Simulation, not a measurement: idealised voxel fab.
The following is a process module called voxel self aligned vias.
It is cross-section cut that appears here, measuring 210 nm in width, its square cells being 5 nm in size.
The cross-sections in this document take the form of a grid made of square cells. They are written out as bands, in order from top to bottom. Each band consists of one or more rows of cells. Heads up on the band format: heights come first, top then bottom, in nm. After that it's the materials left to right, each with its width in nm. A single material flagged "edge to edge" fills the whole band edge to edge, and "air" means there's empty space there. Height reference: 0 = level under which incoming wafer is all one material. Lowest band: no bottom, runs on downward, e.g. "0 down". Top row gets the first number, bottom row gets the second, and each row in between changes by the same step: that is how a band width like "30..40" works. Reading "remained the same" for a step: not a cell of the cross-section changed in it. Each empty space that has no open way to the top and spans at least 8 cells appears under "Voids lacking openings" as width x height at distance, the distance counted from the left edge, all in nm. Whatever follows a step's settings on its line is a remark the simulator itself makes about that step. Among the settings permitted on a step's line is "overlay nm"; applied to a step with a mask, it specifies the extent to which the mask lay to the right of its planned position, whereas a negative figure signifies a position to the left.

Process steps (planned):
1. RECEIVE with material Si
2. CONFORMAL_DEP with material SiO2, thk nm 15
3. CONFORMAL_DEP with material SiCN, thk nm 5
4. DIRECTIONAL_DEP with material SiO2, thk nm 30
5. DIRECTIONAL_DEP with material aC, thk nm 15
6. PATTERN with tone open, mask id LINES, material resist, width nm 30, pitch nm 65, thk nm 30, overlay nm -15
7. DIRECTIONAL_ETCH with etch materials aC, depth nm 15
8. STRIP with etch materials resist
9. DIRECTIONAL_ETCH with etch materials SiO2, depth nm 30
10. STRIP with etch materials aC
11. CONFORMAL_DEP with material TiN, thk nm 5
12. FILL_DEP with material W, thk nm 10
13. CMP with height nm 50
14. SELECTIVE_ETCH with etch materials W Ru TiN, depth nm 5
15. FILL_DEP with material SiN, thk nm 10
16. CMP with height nm 50
17. DIRECTIONAL_DEP with material SiO2, thk nm 20
18. PATTERN with tone open, mask id VIAS, material resist, width nm 40, thk nm 15, overlay nm 0
19. DIRECTIONAL_ETCH with etch materials SiO2, depth nm 20
20. DIRECTIONAL_ETCH with etch materials SiN, depth nm 5
21. STRIP with etch materials resist
22. CONFORMAL_DEP with material TiN, thk nm 5
23. FILL_DEP with material Ru, thk nm 10
24. CMP with height nm 70
25. CONFORMAL_DEP with material SiN, thk nm 5
Among the wafers covered here, the point of difference is the overlay nm at step 6; their starting state is shared, and the plan presents the value of the first wafer.

Incoming state of the first of several wafers in cross-section: after step 1:
* 0 down: Si edge to edge
* Voids lacking openings: none

Tabulated below, wafer by wafer, are the end-of-module results: for each material, the number of cells gained (+) or lost (-) relative to the as-received state, followed by the closed voids:
overlay nm -15 | +20 Ru | +42 SiCN | +50 SiN | +442 SiO2 | +44 TiN | +32 W | Voids lacking openings: none
overlay nm -10 | +21 Ru | +42 SiCN | +49 SiN | +442 SiO2 | +44 TiN | +32 W | Voids lacking openings: none
overlay nm -5 | +22 Ru | +42 SiCN | +48 SiN | +442 SiO2 | +44 TiN | +32 W | Voids lacking openings: none
overlay nm 0 | +22 Ru | +42 SiCN | +48 SiN | +442 SiO2 | +44 TiN | +32 W | Voids lacking openings: none
overlay nm 5 | +22 Ru | +42 SiCN | +48 SiN | +442 SiO2 | +44 TiN | +32 W | Voids lacking openings: none
overlay nm 10 | +21 Ru | +42 SiCN | +49 SiN | +442 SiO2 | +44 TiN | +32 W | Voids lacking openings: none
overlay nm 15 | +20 Ru | +42 SiCN | +50 SiN | +442 SiO2 | +44 TiN | +32 W | Voids lacking openings: none
